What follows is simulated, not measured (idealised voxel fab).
process module | voxel capacitor over wiring
cross-section cut | 235 nm wide | cells 5 nm
A cross-section is a grid of square cells, given in bands from the top down. A band is one or more rows of cells.
Each band's line starts with the height of the band's top and of its bottom, in nm. Then come its materials from left to right, each with its width in nm. One material with "throughout" fills the band from edge to edge. "air" is empty space.
Height 0 is the level under which the wafer as received is all one material. The lowest band goes on downwards, as in "0 down".
A width such as "30 to 40" changes by the same amount from each row of cells to the next, from the band's top row to its bottom row.
"no change" after a step means that no cell of the cross-section changed.
closed voids: empty space of 8 cells or more with no open way to the top, each as width x height at its distance from the left edge, in nm
after a step's settings: what the simulator itself notes on the step
overlay nm, on a step with a mask: how far to the right of its planned place the mask lay; to the left if negative
plan
1 op RECEIVE | material Si
2 op CONFORMAL_DEP | material SiO2 | thk nm 15
3 op DIRECTIONAL_DEP | material TiN | thk nm 5
4 op DIRECTIONAL_DEP | material Ru | thk nm 20
5 op DIRECTIONAL_DEP | material aC | thk nm 10
6 op PATTERN | tone cover | mask id METAL_1 | material resist | width nm 20 | pitch nm 90 | thk nm 30 | overlay nm 0
7 op DIRECTIONAL_ETCH | etch materials aC | depth nm 10
8 op STRIP | etch materials resist
9 op DIRECTIONAL_ETCH | etch materials Ru | depth nm 20
10 op DIRECTIONAL_ETCH | etch materials TiN | depth nm 5
11 op STRIP | etch materials aC
12 op FILL_DEP | material SiO2 | thk nm 10
13 op CMP | height nm 40
14 op CONFORMAL_DEP | material SiCN | thk nm 5
15 op DIRECTIONAL_DEP | material lowk | thk nm 15
16 op MASKED_ETCH | tone open | mask id PLUG_1 | width nm 15 | etch materials lowk | depth nm 15 | overlay nm -15
17 op MASKED_ETCH | tone open | mask id PLUG_1 | width nm 15 | etch materials SiCN | depth nm 5 | overlay nm 0
18 op CONFORMAL_DEP | material TiN | thk nm 5
19 op FILL_DEP | material Ru | thk nm 10
20 op CMP | height nm 60
21 op DIRECTIONAL_DEP | material TiN | thk nm 10
22 op DIRECTIONAL_DEP | material Al2O3 | thk nm 5
23 op DIRECTIONAL_DEP | material TiN | thk nm 5
24 op PATTERN | tone cover | mask id UPPER_PLATE | material resist | width nm 75 | thk nm 20 | overlay nm 0
25 op DIRECTIONAL_ETCH | etch materials TiN | depth nm 5
26 op DIRECTIONAL_ETCH | etch materials Al2O3 | depth nm 5
27 op STRIP | etch materials resist
28 op PATTERN | tone cover | mask id LOWER_PLATE | material resist | width nm 85 | thk nm 15 | overlay nm 0
29 op DIRECTIONAL_ETCH | etch materials TiN | depth nm 10
30 op STRIP | etch materials resist
31 op FILL_DEP | material SiO2 | thk nm 15
32 op CMP | height nm 90
33 op MASKED_ETCH | tone open | mask id PLUG_2 | width nm 15 | etch materials SiO2 | depth nm 10 | overlay nm 0
34 op CONFORMAL_DEP | material TiN | thk nm 5
35 op FILL_DEP | material Ru | thk nm 10
36 op CMP | height nm 90
37 op CONFORMAL_DEP | material SiN | thk nm 5
varied across the wafers: overlay nm of step 16. The plan shows the first wafer's value. All wafers start alike
first wafer as received, after step 1
  0 down: Si throughout
  closed voids: none
each wafer at the end: cells of each material gained (+) or lost (-) since it was received, then its closed voids
overlay nm -15 | +15 Al2O3 | +35 Ru | +47 SiCN | +47 SiN | +548 SiO2 | +69 TiN | +132 lowk | closed voids: none
overlay nm -10 | +15 Al2O3 | +35 Ru | +46 SiCN | +47 SiN | +548 SiO2 | +70 TiN | +132 lowk | closed voids: none
overlay nm -5 | +15 Al2O3 | +35 Ru | +45 SiCN | +47 SiN | +548 SiO2 | +71 TiN | +132 lowk | closed voids: none
overlay nm 0 | +15 Al2O3 | +36 Ru | +44 SiCN | +47 SiN | +548 SiO2 | +71 TiN | +132 lowk | closed voids: none
overlay nm 5 | +15 Al2O3 | +35 Ru | +45 SiCN | +47 SiN | +548 SiO2 | +71 TiN | +132 lowk | closed voids: none
overlay nm 10 | +15 Al2O3 | +35 Ru | +46 SiCN | +47 SiN | +548 SiO2 | +70 TiN | +132 lowk | closed voids: none
overlay nm 15 | +15 Al2O3 | +35 Ru | +47 SiCN | +47 SiN | +548 SiO2 | +69 TiN | +132 lowk | closed voids: none
